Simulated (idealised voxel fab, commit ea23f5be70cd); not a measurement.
Process module name: voxel quadruple lines
FYI the section here is cut, 165 nm wide, cells are 5 nm squares.
If you're reading a cross-section in this doc, picture square cells in a grid; it comes to you as bands, top ones listed first down to the bottom, and a band can be one or more rows of cells.
It is stipulated that each band's entry specify, in nanometres, the height of the top of the band and then that of its bottom, followed by the materials of the band in left-to-right sequence, each together with its width in nanometres. A single material marked by the word "edge to edge" is understood to fill the band from edge to edge; the word "air" is understood to denote empty space.
Heights are expressed relative to 0, this being the level below which the as-received wafer comprises one material exclusively. The lowest band is unbounded in the downward direction and is denoted as in "from 0 down".
Width "30->40": first value at the band's top row of cells, second value at its bottom row, equal change from row to row.
"everything unchanged" after a step means that no cell of the cross-section changed.
The entry "Cavities, sealed" lists the empty spaces that cover at least 8 cells and have no open path to the top. Each is written as width x height at distance, where the distance is measured from the left edge and all three values are in nm.
Read whatever lies past the settings on a step's line as the simulator's own remark about the step.
The line of a step may include "overlay nm". On a step with a mask, this value is how far to the right of its planned place the mask lay. A negative value means the mask lay to the left.
[Below is the list of planned process steps]
step 1: op RECEIVE | material Si
step 2: op CONFORMAL_DEP | material SiO2 | thk nm 10
step 3: op DIRECTIONAL_DEP | material TiN | thk nm 15
step 4: op DIRECTIONAL_DEP | material polySi | thk nm 15
step 5: op DIRECTIONAL_DEP | material aC | thk nm 20
step 6: op PATTERN | tone cover | mask id MANDREL | material resist | width nm 25 | thk nm 30 | overlay nm 0
step 7: op DIRECTIONAL_ETCH | etch materials aC | depth nm 20
step 8: op STRIP | etch materials resist
step 9: op CONFORMAL_DEP | material SiO2 | thk nm 15
step 10: op DIRECTIONAL_ETCH | etch materials SiO2 | depth nm 15
step 11: op STRIP | etch materials aC
step 12: op DIRECTIONAL_ETCH | etch materials polySi | depth nm 15
step 13: op STRIP | etch materials SiO2
step 14: op CONFORMAL_DEP | material SiCN | thk nm 5
step 15: op DIRECTIONAL_ETCH | etch materials SiCN | depth nm 5
step 16: op STRIP | etch materials polySi
step 17: op DIRECTIONAL_ETCH | etch materials TiN | depth nm 15
step 18: op STRIP | etch materials SiCN
[Shown in cross-section is the wafer as received, that is, as it stands after step 1]
from 0 down  Si edge to edge
Cavities, sealed: none
[Cross-sectional image of the first of two wafers at the end of the module, the run having proceeded as planned]
from 25 to 10  50 nm air, 5 nm TiN, 15 nm air, 5 nm TiN, 15 nm air, 5 nm TiN, 15 nm air, 5 nm TiN, 50 nm air
from 10 to 0  SiO2 edge to edge
from 0 down  Si edge to edge
Cavities, sealed: none
[Cross-section at end of module for the second wafer of two, which matched the first in starting point and plan and differed by one mistake in its processing]
from 45 to 40  TiN edge to edge
from 40 to 25  polySi edge to edge
from 25 to 10  TiN edge to edge
from 10 to 0  SiO2 edge to edge
from 0 down  Si edge to edge
Cavities, sealed: none
It is concluded that the wafer was processed incorrectly with respect to the plan, in that rather than as planned, step 5 actually ran as op DIRECTIONAL_DEP | material TiN | thk nm 20
In the final state, the cell counts of the second wafer exceed or fall short of those of the first for the following materials: TiN +120; polySi +99
